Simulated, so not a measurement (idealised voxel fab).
Process module, titled voxel transistor to metal
Cross-section cut spans 150 nm and uses square cells 5 nm in size.
Just so we're on the same page, the cross-sections are grids of square cells, and they're listed out in bands top to bottom, each band one or more rows deep.
Band: top height; bottom height; in nm. Then, left to right: material with width in nm, for each material. "all across": a single material spanning edge to edge. "empty": empty space.
Convention: height 0 is the level below which the wafer, as received, is all one material. The lowest band does not terminate at the bottom but continues downward, represented as "0 and below".
So if you see something like "30 to 40" for the width, read it as the top row of the band sitting at the first number and the bottom row at the second, with every row in between moving by the same amount as the last.
Given "no modifications" for a step, no cell of the cross-section differs between before and after that step.
"Closed empty spaces" - sealed voids, min. 8 cells, no opening to top; format: width x height at distance (distance from left edge; nm throughout).
Post-settings text on a step line: simulator's own remark regarding the step.
Regarding "overlay nm": on a step with a mask, it is the distance the mask lay to the right of its planned place; a negative value places it to the left.
[Set out below are the planned steps of the process]
| 1 | op RECEIVE | material Si |
| 2 | op CONFORMAL_DEP | material SiO2 | thk nm 5 |
| 3 | op CONFORMAL_DEP | material SiN | thk nm 10 |
| 4 | op PATTERN | tone cover | mask id ACTIVE | material resist | width nm 90 | thk nm 15 | overlay nm 0 |
| 5 | op DIRECTIONAL_ETCH | etch materials SiN | depth nm 10 |
| 6 | op DIRECTIONAL_ETCH | etch materials SiO2 | depth nm 5 |
| 7 | op DIRECTIONAL_ETCH | etch materials Si | depth nm 30 |
| 8 | op STRIP | etch materials resist |
| 9 | op FILL_DEP | material SiO2 | thk nm 5 |
| 10 | op CMP | height nm 15 |
| 11 | op SELECTIVE_ETCH | etch materials SiO2 | depth nm 5 |
| 12 | op STRIP | etch materials SiN |
| 13 | op SELECTIVE_ETCH | etch materials SiO2 | depth nm 5 |
| 14 | op OXIDIZE | depth nm 5 |
| 15 | op DIRECTIONAL_DEP | material polySi | thk nm 30 |
| 16 | op DIRECTIONAL_DEP | material SiCN | thk nm 15 |
| 17 | op DIRECTIONAL_DEP | material aC | thk nm 15 |
| 18 | op PATTERN | tone cover | mask id GATE | material resist | width nm 20 | thk nm 35 | overlay nm 0 |
| 19 | op DIRECTIONAL_ETCH | etch materials aC | depth nm 15 |
| 20 | op STRIP | etch materials resist |
| 21 | op DIRECTIONAL_ETCH | etch materials SiCN | depth nm 25 |
| 22 | op DIRECTIONAL_ETCH | etch materials polySi | depth nm 40 |
| 23 | op STRIP | etch materials aC |
| 24 | op CONFORMAL_DEP | material SiN | thk nm 5 |
| 25 | op DIRECTIONAL_ETCH | etch materials SiN | depth nm 5 |
| 26 | op DIRECTIONAL_ETCH | etch materials SiO2 | depth nm 5 |
| 27 | op DIRECTIONAL_ETCH | etch materials Si | depth nm 10 |
| 28 | op EPI | material SiGe | thk nm 15 |
| 29 | op FILL_DEP | material SiO2 | thk nm 10 |
| 30 | op CMP | height nm 45 |
| 31 | op DIRECTIONAL_DEP | material SiO2 | thk nm 15 |
| 32 | op DIRECTIONAL_DEP | material aC | thk nm 15 |
| 33 | op PATTERN | tone open | mask id CONTACT | material resist | width nm 15 | pitch nm 65 | thk nm 35 | overlay nm 0 |
| 34 | op DIRECTIONAL_ETCH | etch materials aC | depth nm 15 |
| 35 | op STRIP | etch materials resist |
| 36 | op DIRECTIONAL_ETCH | etch materials SiO2 | depth nm 60 |
| 37 | op STRIP | etch materials aC |
| 38 | op CONFORMAL_DEP | material TiN | thk nm 5 |
| 39 | op FILL_DEP | material Ru | thk nm 5 |
| 40 | op CMP | height nm 60 |
| 41 | op CONFORMAL_DEP | material SiN | thk nm 5 |
| 42 | op DIRECTIONAL_DEP | material SiO2 | thk nm 25 |
| 43 | op MASKED_ETCH | tone open | mask id METAL_1 | width nm 15 | pitch nm 65 | etch materials SiO2 | depth nm 25 | overlay nm 0 |
| 44 | op MASKED_ETCH | tone open | mask id METAL_1 | width nm 15 | pitch nm 65 | etch materials SiN | depth nm 5 | overlay nm 0 |
| 45 | op CONFORMAL_DEP | material TiN | thk nm 5 |
| 46 | op FILL_DEP | material Ru | thk nm 5 |
| 47 | op CMP | height nm 90 |
| 48 | op CONFORMAL_DEP | material SiCN | thk nm 5 |
[Concerning the first of two wafers, which was run in accordance with the plan]
[Cross-section, incoming material, after step 1]
    0 and below | Si all across
    Closed empty spaces: none
[Cross-sectional representation of the wafer at the conclusion of step 2]
    5 down to 0 | SiO2 all across
    Below 0, no change.
[Cross-sectional representation of the wafer at the conclusion of step 3]
    15 down to 5 | SiN all across
    Below 5, no change.
[Cross-sectional representation of the wafer at the conclusion of step 4]
    30 down to 15 | empty 30 / resist 90 / empty 30
    Below 15, no change.
[Cross-sectional representation of the wafer at the conclusion of step 5]
    30 down to 15 | empty 30 / resist 90 / empty 30
    15 down to 5 | empty 30 / SiN 90 / empty 30
    Below 5, no change.
[Cross-sectional representation of the wafer at the conclusion of step 6]
    30 down to 15 | empty 30 / resist 90 / empty 30
    15 down to 5 | empty 30 / SiN 90 / empty 30
    5 down to 0 | empty 30 / SiO2 90 / empty 30
    Below 0, no change.
[Cross-sectional representation of the wafer at the conclusion of step 7]
    30 down to 15 | empty 30 / resist 90 / empty 30
    15 down to 5 | empty 30 / SiN 90 / empty 30
    5 down to 0 | empty 30 / SiO2 90 / empty 30
    0 down to -30 | empty 30 / Si 90 / empty 30
    Below -30, no change.
[Cross-sectional representation of the wafer at the conclusion of step 8]
    15 down to 5 | empty 30 / SiN 90 / empty 30
    Below 5, no change.
[Cross-sectional representation of the wafer at the conclusion of step 9]
    20 down to 15 | SiO2 all across
    15 down to 5 | SiO2 30 / SiN 90 / SiO2 30
    5 down to 0 | SiO2 all across
    0 down to -30 | SiO2 30 / Si 90 / SiO2 30
    Below -30, no change.
[Cross-sectional representation of the wafer at the conclusion of step 10]
    15 down to 5 | SiO2 30 / SiN 90 / SiO2 30
    Below 5, no change.
[Cross-sectional representation of the wafer at the conclusion of step 11]
    15 down to 10 | empty 30 / SiN 90 / empty 30
    Below 10, no change.
[Cross-sectional representation of the wafer at the conclusion of step 12]
    10 down to 5 | SiO2 30 / empty 90 / SiO2 30
    Below 5, no change.
[Cross-sectional representation of the wafer at the conclusion of step 13]
    5 down to 0 | SiO2 25 / empty 100 / SiO2 25
    Below 0, no change.
[Cross-sectional representation of the wafer at the conclusion of step 14]
    5 down to 0 | SiO2 25 / empty 100 / SiO2 25
    0 down to -5 | SiO2 all across
    Below -5, no change.
[Cross-sectional representation of the wafer at the conclusion of step 15]
    35 down to 30 | polySi 25 / empty 100 / polySi 25
    30 down to 5 | polySi all across
    5 down to 0 | SiO2 25 / polySi 100 / SiO2 25
    Below 0, no change.
[Cross-sectional representation of the wafer at the conclusion of step 16]
    50 down to 45 | SiCN 25 / empty 100 / SiCN 25
    45 down to 35 | SiCN all across
    35 down to 30 | polySi 25 / SiCN 100 / polySi 25
    Below 30, no change.
[Cross-sectional representation of the wafer at the conclusion of step 17]
    65 down to 60 | aC 25 / empty 100 / aC 25
    60 down to 50 | aC all across
    50 down to 45 | SiCN 25 / aC 100 / SiCN 25
    Below 45, no change.
[Cross-sectional representation of the wafer at the conclusion of step 18]
    100 down to 65 | empty 65 / resist 20 / empty 65
    65 down to 60 | aC 25 / empty 40 / resist 20 / empty 40 / aC 25
    Below 60, no change.
[Cross-sectional representation of the wafer at the conclusion of step 19]
    85 down to 60 | empty 65 / resist 20 / empty 65
    60 down to 50 | empty 65 / aC 20 / empty 65
    50 down to 45 | SiCN 25 / empty 40 / aC 20 / empty 40 / SiCN 25
    Below 45, no change.
[Cross-sectional representation of the wafer at the conclusion of step 20]
    60 down to 50 | empty 65 / aC 20 / empty 65
    Below 50, no change.
[Cross-sectional representation of the wafer at the conclusion of step 21]
    60 down to 45 | empty 65 / aC 20 / empty 65
    45 down to 35 | empty 65 / SiCN 20 / empty 65
    35 down to 30 | polySi 25 / empty 40 / SiCN 20 / empty 40 / polySi 25
    Below 30, no change.
[Cross-sectional representation of the wafer at the conclusion of step 22]
    60 down to 45 | empty 65 / aC 20 / empty 65
    45 down to 30 | empty 65 / SiCN 20 / empty 65
    30 down to 5 | empty 65 / polySi 20 / empty 65
    5 down to 0 | SiO2 25 / empty 40 / polySi 20 / empty 40 / SiO2 25
    Below 0, no change.
[Cross-sectional representation of the wafer at the conclusion of step 23]
    45 down to 30 | empty 65 / SiCN 20 / empty 65
    Below 30, no change.
[Cross-sectional representation of the wafer at the conclusion of step 24]
    50 down to 45 | empty 60 / SiN 30 / empty 60
    45 down to 30 | empty 60 / SiN 5 / SiCN 20 / SiN 5 / empty 60
    30 down to 10 | empty 60 / SiN 5 / polySi 20 / SiN 5 / empty 60
    10 down to 5 | SiN 30 / empty 30 / SiN 5 / polySi 20 / SiN 5 / empty 30 / SiN 30
    5 down to 0 | SiO2 25 / SiN 40 / polySi 20 / SiN 40 / SiO2 25
    Below 0, no change.
[Cross-sectional representation of the wafer at the conclusion of step 25]
    45 down to 30 | empty 60 / SiN 5 / SiCN 20 / SiN 5 / empty 60
    30 down to 5 | empty 60 / SiN 5 / polySi 20 / SiN 5 / empty 60
    5 down to 0 | SiO2 25 / SiN 5 / empty 30 / SiN 5 / polySi 20 / SiN 5 / empty 30 / SiN 5 / SiO2 25
    Below 0, no change.
[Cross-sectional representation of the wafer at the conclusion of step 26]
    45 down to 30 | empty 60 / SiN 5 / SiCN 20 / SiN 5 / empty 60
    30 down to 5 | empty 60 / SiN 5 / polySi 20 / SiN 5 / empty 60
    5 down to 0 | empty 25 / SiN 5 / empty 30 / SiN 5 / polySi 20 / SiN 5 / empty 30 / SiN 5 / empty 25
    0 down to -5 | SiO2 30 / empty 30 / SiO2 30 / empty 30 / SiO2 30
    Below -5, no change.
[Cross-sectional representation of the wafer at the conclusion of step 27]
    45 down to 30 | empty 60 / SiN 5 / SiCN 20 / SiN 5 / empty 60
    30 down to 5 | empty 60 / SiN 5 / polySi 20 / SiN 5 / empty 60
    5 down to 0 | empty 25 / SiN 5 / empty 30 / SiN 5 / polySi 20 / SiN 5 / empty 30 / SiN 5 / empty 25
    0 down to -5 | SiO2 30 / empty 30 / SiO2 30 / empty 30 / SiO2 30
    -5 down to -15 | SiO2 30 / empty 30 / Si 30 / empty 30 / SiO2 30
    Below -15, no change.
[Cross-sectional representation of the wafer at the conclusion of step 28]
    45 down to 30 | empty 60 / SiN 5 / SiCN 20 / SiN 5 / empty 60
    30 down to 10 | empty 60 / SiN 5 / polySi 20 / SiN 5 / empty 60
    10 down to 5 | empty 45 / SiGe 15 / SiN 5 / polySi 20 / SiN 5 / SiGe 15 / empty 45
    5 down to 0 | empty 25 / SiN 5 / empty 15 / SiGe 15 / SiN 5 / polySi 20 / SiN 5 / SiGe 15 / empty 15 / SiN 5 / empty 25
    0 down to -5 | SiO2 30 / SiGe 30 / SiO2 30 / SiGe 30 / SiO2 30
    -5 down to -15 | SiO2 30 / SiGe 30 / Si 30 / SiGe 30 / SiO2 30
    Below -15, no change.
[Cross-sectional representation of the wafer at the conclusion of step 29]
    55 down to 45 | SiO2 all across
    45 down to 30 | SiO2 60 / SiN 5 / SiCN 20 / SiN 5 / SiO2 60
    30 down to 10 | SiO2 60 / SiN 5 / polySi 20 / SiN 5 / SiO2 60
    10 down to 5 | SiO2 45 / SiGe 15 / SiN 5 / polySi 20 / SiN 5 / SiGe 15 / SiO2 45
    5 down to 0 | SiO2 25 / SiN 5 / SiO2 15 / SiGe 15 / SiN 5 / polySi 20 / SiN 5 / SiGe 15 / SiO2 15 / SiN 5 / SiO2 25
    Below 0, no change.
[Cross-sectional representation of the wafer at the conclusion of step 30]
    45 down to 30 | SiO2 60 / SiN 5 / SiCN 20 / SiN 5 / SiO2 60
    Below 30, no change.
[Cross-sectional representation of the wafer at the conclusion of step 31]
    60 down to 45 | SiO2 all across
    Below 45, no change.
[Cross-sectional representation of the wafer at the conclusion of step 32]
    75 down to 60 | aC all across
    Below 60, no change.
[Cross-sectional representation of the wafer at the conclusion of step 33]
    110 down to 75 | resist 35 / empty 15 / resist 50 / empty 15 / resist 35
    Below 75, no change.
[Cross-sectional representation of the wafer at the conclusion of step 34]
    95 down to 75 | resist 35 / empty 15 / resist 50 / empty 15 / resist 35
    75 down to 60 | aC 35 / empty 15 / aC 50 / empty 15 / aC 35
    Below 60, no change.
[Cross-sectional representation of the wafer at the conclusion of step 35]
    75 down to 60 | aC 35 / empty 15 / aC 50 / empty 15 / aC 35
    Below 60, no change.
[Cross-sectional representation of the wafer at the conclusion of step 36]
    75 down to 60 | aC 35 / empty 15 / aC 50 / empty 15 / aC 35
    60 down to 45 | SiO2 35 / empty 15 / SiO2 50 / empty 15 / SiO2 35
    45 down to 30 | SiO2 35 / empty 15 / SiO2 10 / SiN 5 / SiCN 20 / SiN 5 / SiO2 10 / empty 15 / SiO2 35
    30 down to 10 | SiO2 35 / empty 15 / SiO2 10 / SiN 5 / polySi 20 / SiN 5 / SiO2 10 / empty 15 / SiO2 35
    10 down to 5 | SiO2 35 / empty 10 / SiGe 15 / SiN 5 / polySi 20 / SiN 5 / SiGe 15 / empty 10 / SiO2 35
    5 down to 0 | SiO2 25 / SiN 5 / SiO2 5 / empty 10 / SiGe 15 / SiN 5 / polySi 20 / SiN 5 / SiGe 15 / empty 10 / SiO2 5 / SiN 5 / SiO2 25
    Below 0, no change.
[Cross-sectional representation of the wafer at the conclusion of step 37]
    60 down to 45 | SiO2 35 / empty 15 / SiO2 50 / empty 15 / SiO2 35
    Below 45, no change.
[Cross-sectional representation of the wafer at the conclusion of step 38]
    65 down to 60 | TiN 40 / empty 5 / TiN 60 / empty 5 / TiN 40
    60 down to 45 | SiO2 35 / TiN 5 / empty 5 / TiN 5 / SiO2 50 / TiN 5 / empty 5 / TiN 5 / SiO2 35
    45 down to 30 | SiO2 35 / TiN 5 / empty 5 / TiN 5 / SiO2 10 / SiN 5 / SiCN 20 / SiN 5 / SiO2 10 / TiN 5 / empty 5 / TiN 5 / SiO2 35
    30 down to 15 | SiO2 35 / TiN 5 / empty 5 / TiN 5 / SiO2 10 / SiN 5 / polySi 20 / SiN 5 / SiO2 10 / TiN 5 / empty 5 / TiN 5 / SiO2 35
    15 down to 10 | SiO2 35 / TiN 15 / SiO2 10 / SiN 5 / polySi 20 / SiN 5 / SiO2 10 / TiN 15 / SiO2 35
    10 down to 5 | SiO2 35 / TiN 10 / SiGe 15 / SiN 5 / polySi 20 / SiN 5 / SiGe 15 / TiN 10 / SiO2 35
    5 down to 0 | SiO2 25 / SiN 5 / SiO2 5 / TiN 10 / SiGe 15 / SiN 5 / polySi 20 / SiN 5 / SiGe 15 / TiN 10 / SiO2 5 / SiN 5 / SiO2 25
    Below 0, no change.
[Cross-sectional representation of the wafer at the conclusion of step 39]
    70 down to 65 | Ru all across
    65 down to 60 | TiN 40 / Ru 5 / TiN 60 / Ru 5 / TiN 40
    60 down to 45 | SiO2 35 / TiN 5 / Ru 5 / TiN 5 / SiO2 50 / TiN 5 / Ru 5 / TiN 5 / SiO2 35
    45 down to 30 | SiO2 35 / TiN 5 / Ru 5 / TiN 5 / SiO2 10 / SiN 5 / SiCN 20 / SiN 5 / SiO2 10 / TiN 5 / Ru 5 / TiN 5 / SiO2 35
    30 down to 15 | SiO2 35 / TiN 5 / Ru 5 / TiN 5 / SiO2 10 / SiN 5 / polySi 20 / SiN 5 / SiO2 10 / TiN 5 / Ru 5 / TiN 5 / SiO2 35
    Below 15, no change.
[Cross-sectional representation of the wafer at the conclusion of step 40]
    60 down to 45 | SiO2 35 / TiN 5 / Ru 5 / TiN 5 / SiO2 50 / TiN 5 / Ru 5 / TiN 5 / SiO2 35
    Below 45, no change.
[Cross-sectional representation of the wafer at the conclusion of step 41]
    65 down to 60 | SiN all across
    Below 60, no change.
[Cross-sectional representation of the wafer at the conclusion of step 42]
    90 down to 65 | SiO2 all across
    Below 65, no change.
[Cross-sectional representation of the wafer at the conclusion of step 43]
    90 down to 65 | SiO2 35 / empty 15 / SiO2 50 / empty 15 / SiO2 35
    Below 65, no change.
[Cross-sectional representation of the wafer at the conclusion of step 44]
    90 down to 65 | SiO2 35 / empty 15 / SiO2 50 / empty 15 / SiO2 35
    65 down to 60 | SiN 35 / empty 15 / SiN 50 / empty 15 / SiN 35
    Below 60, no change.
[Cross-sectional representation of the wafer at the conclusion of step 45]
    95 down to 90 | TiN 40 / empty 5 / TiN 60 / empty 5 / TiN 40
    90 down to 65 | SiO2 35 / TiN 5 / empty 5 / TiN 5 / SiO2 50 / TiN 5 / empty 5 / TiN 5 / SiO2 35
    65 down to 60 | SiN 35 / TiN 15 / SiN 50 / TiN 15 / SiN 35
    Below 60, no change.
[Cross-sectional representation of the wafer at the conclusion of step 46]
    100 down to 95 | Ru all across
    95 down to 90 | TiN 40 / Ru 5 / TiN 60 / Ru 5 / TiN 40
    90 down to 65 | SiO2 35 / TiN 5 / Ru 5 / TiN 5 / SiO2 50 / TiN 5 / Ru 5 / TiN 5 / SiO2 35
    Below 65, no change.
[Cross-sectional representation of the wafer at the conclusion of step 47]
    90 down to 65 | SiO2 35 / TiN 5 / Ru 5 / TiN 5 / SiO2 50 / TiN 5 / Ru 5 / TiN 5 / SiO2 35
    Below 65, no change.
[Cross-sectional representation of the wafer at the conclusion of step 48]
    95 down to 90 | SiCN all across
    Below 90, no change.
[Wafer two of the pair: same origin, same plan, one error during the run; identical to wafer one up to and including step 3]
[Second wafer at the planned finish of step 4, seen in cross-section]
    30 down to 15 | empty 35 / resist 85 / empty 30
    Below 15, no change.
[Second wafer at the planned finish of step 5, seen in cross-section]
    30 down to 15 | empty 35 / resist 85 / empty 30
    15 down to 5 | empty 35 / SiN 85 / empty 30
    Below 5, no change.
[Second wafer at the planned finish of step 6, seen in cross-section]
    30 down to 15 | empty 35 / resist 85 / empty 30
    15 down to 5 | empty 35 / SiN 85 / empty 30
    5 down to 0 | empty 35 / SiO2 85 / empty 30
    Below 0, no change.
[Second wafer at the planned finish of step 7, seen in cross-section]
    30 down to 15 | empty 35 / resist 85 / empty 30
    15 down to 5 | empty 35 / SiN 85 / empty 30
    5 down to 0 | empty 35 / SiO2 85 / empty 30
    0 down to -30 | empty 35 / Si 85 / empty 30
    Below -30, no change.
[Second wafer at the planned finish of step 8, seen in cross-section]
    15 down to 5 | empty 35 / SiN 85 / empty 30
    Below 5, no change.
[Second wafer at the planned finish of step 9, seen in cross-section]
    20 down to 15 | SiO2 all across
    15 down to 5 | SiO2 35 / SiN 85 / SiO2 30
    5 down to 0 | SiO2 all across
    0 down to -30 | SiO2 35 / Si 85 / SiO2 30
    Below -30, no change.
[Second wafer at the planned finish of step 10, seen in cross-section]
    15 down to 5 | SiO2 35 / SiN 85 / SiO2 30
    Below 5, no change.
[Second wafer at the planned finish of step 11, seen in cross-section]
    15 down to 10 | empty 35 / SiN 85 / empty 30
    Below 10, no change.
[Second wafer at the planned finish of step 12, seen in cross-section]
    10 down to 5 | SiO2 35 / empty 85 / SiO2 30
    Below 5, no change.
[Second wafer at the planned finish of step 13, seen in cross-section]
    5 down to 0 | SiO2 30 / empty 95 / SiO2 25
    Below 0, no change.
[Second wafer at the planned finish of step 14, seen in cross-section]
    5 down to 0 | SiO2 30 / empty 95 / SiO2 25
    0 down to -5 | SiO2 all across
    Below -5, no change.
[Second wafer at the planned finish of step 15, seen in cross-section]
    35 down to 30 | polySi 30 / empty 95 / polySi 25
    30 down to 5 | polySi all across
    5 down to 0 | SiO2 30 / polySi 95 / SiO2 25
    Below 0, no change.
[Second wafer at the planned finish of step 16, seen in cross-section]
    50 down to 45 | SiCN 30 / empty 95 / SiCN 25
    45 down to 35 | SiCN all across
    35 down to 30 | polySi 30 / SiCN 95 / polySi 25
    Below 30, no change.
[Second wafer at the planned finish of step 17, seen in cross-section]
    65 down to 60 | aC 30 / empty 95 / aC 25
    60 down to 50 | aC all across
    50 down to 45 | SiCN 30 / aC 95 / SiCN 25
    Below 45, no change.
[Second wafer at the planned finish of step 18, seen in cross-section]
    100 down to 65 | empty 65 / resist 20 / empty 65
    65 down to 60 | aC 30 / empty 35 / resist 20 / empty 40 / aC 25
    Below 60, no change.
[Second wafer at the planned finish of step 19, seen in cross-section]
    85 down to 60 | empty 65 / resist 20 / empty 65
    60 down to 50 | empty 65 / aC 20 / empty 65
    50 down to 45 | SiCN 30 / empty 35 / aC 20 / empty 40 / SiCN 25
    Below 45, no change.
[Second wafer at the planned finish of step 20, seen in cross-section]
    60 down to 50 | empty 65 / aC 20 / empty 65
    Below 50, no change.
[Second wafer at the planned finish of step 21, seen in cross-section]
    60 down to 45 | empty 65 / aC 20 / empty 65
    45 down to 35 | empty 65 / SiCN 20 / empty 65
    35 down to 30 | polySi 30 / empty 35 / SiCN 20 / empty 40 / polySi 25
    Below 30, no change.
[Second wafer at the planned finish of step 22, seen in cross-section]
    60 down to 45 | empty 65 / aC 20 / empty 65
    45 down to 30 | empty 65 / SiCN 20 / empty 65
    30 down to 5 | empty 65 / polySi 20 / empty 65
    5 down to 0 | SiO2 30 / empty 35 / polySi 20 / empty 40 / SiO2 25
    Below 0, no change.
[Second wafer at the planned finish of step 23, seen in cross-section]
    45 down to 30 | empty 65 / SiCN 20 / empty 65
    Below 30, no change.
[Second wafer at the planned finish of step 24, seen in cross-section]
    50 down to 45 | empty 60 / SiN 30 / empty 60
    45 down to 30 | empty 60 / SiN 5 / SiCN 20 / SiN 5 / empty 60
    30 down to 10 | empty 60 / SiN 5 / polySi 20 / SiN 5 / empty 60
    10 down to 5 | SiN 35 / empty 25 / SiN 5 / polySi 20 / SiN 5 / empty 30 / SiN 30
    5 down to 0 | SiO2 30 / SiN 35 / polySi 20 / SiN 40 / SiO2 25
    Below 0, no change.
[Second wafer at the planned finish of step 25, seen in cross-section]
    45 down to 30 | empty 60 / SiN 5 / SiCN 20 / SiN 5 / empty 60
    30 down to 5 | empty 60 / SiN 5 / polySi 20 / SiN 5 / empty 60
    5 down to 0 | SiO2 30 / SiN 5 / empty 25 / SiN 5 / polySi 20 / SiN 5 / empty 30 / SiN 5 / SiO2 25
    Below 0, no change.
[Second wafer at the planned finish of step 26, seen in cross-section]
    45 down to 30 | empty 60 / SiN 5 / SiCN 20 / SiN 5 / empty 60
    30 down to 5 | empty 60 / SiN 5 / polySi 20 / SiN 5 / empty 60
    5 down to 0 | empty 30 / SiN 5 / empty 25 / SiN 5 / polySi 20 / SiN 5 / empty 30 / SiN 5 / empty 25
    0 down to -5 | SiO2 35 / empty 25 / SiO2 30 / empty 30 / SiO2 30
    Below -5, no change.
[Second wafer at the planned finish of step 27, seen in cross-section]
    45 down to 30 | empty 60 / SiN 5 / SiCN 20 / SiN 5 / empty 60
    30 down to 5 | empty 60 / SiN 5 / polySi 20 / SiN 5 / empty 60
    5 down to 0 | empty 30 / SiN 5 / empty 25 / SiN 5 / polySi 20 / SiN 5 / empty 30 / SiN 5 / empty 25
    0 down to -5 | SiO2 35 / empty 25 / SiO2 30 / empty 30 / SiO2 30
    -5 down to -15 | SiO2 35 / empty 25 / Si 30 / empty 30 / SiO2 30
    Below -15, no change.
[Second wafer at the planned finish of step 28, seen in cross-section]
    45 down to 30 | empty 60 / SiN 5 / SiCN 20 / SiN 5 / empty 60
    30 down to 10 | empty 60 / SiN 5 / polySi 20 / SiN 5 / empty 60
    10 down to 5 | empty 45 / SiGe 15 / SiN 5 / polySi 20 / SiN 5 / SiGe 15 / empty 45
    5 down to 0 | empty 30 / SiN 5 / empty 10 / SiGe 15 / SiN 5 / polySi 20 / SiN 5 / SiGe 15 / empty 15 / SiN 5 / empty 25
    0 down to -5 | SiO2 35 / SiGe 25 / SiO2 30 / SiGe 30 / SiO2 30
    -5 down to -15 | SiO2 35 / SiGe 25 / Si 30 / SiGe 30 / SiO2 30
    Below -15, no change.
[Second wafer at the planned finish of step 29, seen in cross-section]
    55 down to 45 | SiO2 all across
    45 down to 30 | SiO2 60 / SiN 5 / SiCN 20 / SiN 5 / SiO2 60
    30 down to 10 | SiO2 60 / SiN 5 / polySi 20 / SiN 5 / SiO2 60
    10 down to 5 | SiO2 45 / SiGe 15 / SiN 5 / polySi 20 / SiN 5 / SiGe 15 / SiO2 45
    5 down to 0 | SiO2 30 / SiN 5 / SiO2 10 / SiGe 15 / SiN 5 / polySi 20 / SiN 5 / SiGe 15 / SiO2 15 / SiN 5 / SiO2 25
    Below 0, no change.
[Second wafer at the planned finish of step 30, seen in cross-section]
    45 down to 30 | SiO2 60 / SiN 5 / SiCN 20 / SiN 5 / SiO2 60
    Below 30, no change.
[Second wafer at the planned finish of step 31, seen in cross-section]
    60 down to 45 | SiO2 all across
    Below 45, no change.
[Second wafer at the planned finish of step 32, seen in cross-section]
    75 down to 60 | aC all across
    Below 60, no change.
[Second wafer at the planned finish of step 33, seen in cross-section]
    110 down to 75 | resist 35 / empty 15 / resist 50 / empty 15 / resist 35
    Below 75, no change.
[Second wafer at the planned finish of step 34, seen in cross-section]
    95 down to 75 | resist 35 / empty 15 / resist 50 / empty 15 / resist 35
    75 down to 60 | aC 35 / empty 15 / aC 50 / empty 15 / aC 35
    Below 60, no change.
[Second wafer at the planned finish of step 35, seen in cross-section]
    75 down to 60 | aC 35 / empty 15 / aC 50 / empty 15 / aC 35
    Below 60, no change.
[Second wafer at the planned finish of step 36, seen in cross-section]
    75 down to 60 | aC 35 / empty 15 / aC 50 / empty 15 / aC 35
    60 down to 45 | SiO2 35 / empty 15 / SiO2 50 / empty 15 / SiO2 35
    45 down to 30 | SiO2 35 / empty 15 / SiO2 10 / SiN 5 / SiCN 20 / SiN 5 / SiO2 10 / empty 15 / SiO2 35
    30 down to 10 | SiO2 35 / empty 15 / SiO2 10 / SiN 5 / polySi 20 / SiN 5 / SiO2 10 / empty 15 / SiO2 35
    10 down to 5 | SiO2 35 / empty 10 / SiGe 15 / SiN 5 / polySi 20 / SiN 5 / SiGe 15 / empty 10 / SiO2 35
    5 down to 0 | SiO2 30 / SiN 5 / empty 10 / SiGe 15 / SiN 5 / polySi 20 / SiN 5 / SiGe 15 / empty 10 / SiO2 5 / SiN 5 / SiO2 25
    Below 0, no change.
[Second wafer at the planned finish of step 37, seen in cross-section]
    60 down to 45 | SiO2 35 / empty 15 / SiO2 50 / empty 15 / SiO2 35
    Below 45, no change.
[Second wafer at the planned finish of step 38, seen in cross-section]
    65 down to 60 | TiN 40 / empty 5 / TiN 60 / empty 5 / TiN 40
    60 down to 45 | SiO2 35 / TiN 5 / empty 5 / TiN 5 / SiO2 50 / TiN 5 / empty 5 / TiN 5 / SiO2 35
    45 down to 30 | SiO2 35 / TiN 5 / empty 5 / TiN 5 / SiO2 10 / SiN 5 / SiCN 20 / SiN 5 / SiO2 10 / TiN 5 / empty 5 / TiN 5 / SiO2 35
    30 down to 15 | SiO2 35 / TiN 5 / empty 5 / TiN 5 / SiO2 10 / SiN 5 / polySi 20 / SiN 5 / SiO2 10 / TiN 5 / empty 5 / TiN 5 / SiO2 35
    15 down to 10 | SiO2 35 / TiN 15 / SiO2 10 / SiN 5 / polySi 20 / SiN 5 / SiO2 10 / TiN 15 / SiO2 35
    10 down to 5 | SiO2 35 / TiN 10 / SiGe 15 / SiN 5 / polySi 20 / SiN 5 / SiGe 15 / TiN 10 / SiO2 35
    5 down to 0 | SiO2 30 / SiN 5 / TiN 10 / SiGe 15 / SiN 5 / polySi 20 / SiN 5 / SiGe 15 / TiN 10 / SiO2 5 / SiN 5 / SiO2 25
    Below 0, no change.
[Second wafer at the planned finish of step 39, seen in cross-section]
    70 down to 65 | Ru all across
    65 down to 60 | TiN 40 / Ru 5 / TiN 60 / Ru 5 / TiN 40
    60 down to 45 | SiO2 35 / TiN 5 / Ru 5 / TiN 5 / SiO2 50 / TiN 5 / Ru 5 / TiN 5 / SiO2 35
    45 down to 30 | SiO2 35 / TiN 5 / Ru 5 / TiN 5 / SiO2 10 / SiN 5 / SiCN 20 / SiN 5 / SiO2 10 / TiN 5 / Ru 5 / TiN 5 / SiO2 35
    30 down to 15 | SiO2 35 / TiN 5 / Ru 5 / TiN 5 / SiO2 10 / SiN 5 / polySi 20 / SiN 5 / SiO2 10 / TiN 5 / Ru 5 / TiN 5 / SiO2 35
    Below 15, no change.
[Second wafer at the planned finish of step 40, seen in cross-section]
    60 down to 45 | SiO2 35 / TiN 5 / Ru 5 / TiN 5 / SiO2 50 / TiN 5 / Ru 5 / TiN 5 / SiO2 35
    Below 45, no change.
[Second wafer at the planned finish of step 41, seen in cross-section]
    65 down to 60 | SiN all across
    Below 60, no change.
[Second wafer at the planned finish of step 42, seen in cross-section]
    90 down to 65 | SiO2 all across
    Below 65, no change.
[Second wafer at the planned finish of step 43, seen in cross-section]
    90 down to 65 | SiO2 35 / empty 15 / SiO2 50 / empty 15 / SiO2 35
    Below 65, no change.
[Second wafer at the planned finish of step 44, seen in cross-section]
    90 down to 65 | SiO2 35 / empty 15 / SiO2 50 / empty 15 / SiO2 35
    65 down to 60 | SiN 35 / empty 15 / SiN 50 / empty 15 / SiN 35
    Below 60, no change.
[Second wafer at the planned finish of step 45, seen in cross-section]
    95 down to 90 | TiN 40 / empty 5 / TiN 60 / empty 5 / TiN 40
    90 down to 65 | SiO2 35 / TiN 5 / empty 5 / TiN 5 / SiO2 50 / TiN 5 / empty 5 / TiN 5 / SiO2 35
    65 down to 60 | SiN 35 / TiN 15 / SiN 50 / TiN 15 / SiN 35
    Below 60, no change.
[Second wafer at the planned finish of step 46, seen in cross-section]
    100 down to 95 | Ru all across
    95 down to 90 | TiN 40 / Ru 5 / TiN 60 / Ru 5 / TiN 40
    90 down to 65 | SiO2 35 / TiN 5 / Ru 5 / TiN 5 / SiO2 50 / TiN 5 / Ru 5 / TiN 5 / SiO2 35
    Below 65, no change.
[Second wafer at the planned finish of step 47, seen in cross-section]
    90 down to 65 | SiO2 35 / TiN 5 / Ru 5 / TiN 5 / SiO2 50 / TiN 5 / Ru 5 / TiN 5 / SiO2 35
    Below 65, no change.
[Second wafer at the planned finish of step 48, seen in cross-section]
    95 down to 90 | SiCN all across
    Below 90, no change.
Here's what went sideways: step 4: run off-plan, actual operation and settings op PATTERN | tone cover | mask id ACTIVE | material resist | width nm 85 | thk nm 15 | overlay nm 0
At the finish, the second wafer shows more or fewer cells for some materials than the first does: Si: 3 fewer; SiGe: 3 fewer; SiO2: 6 more
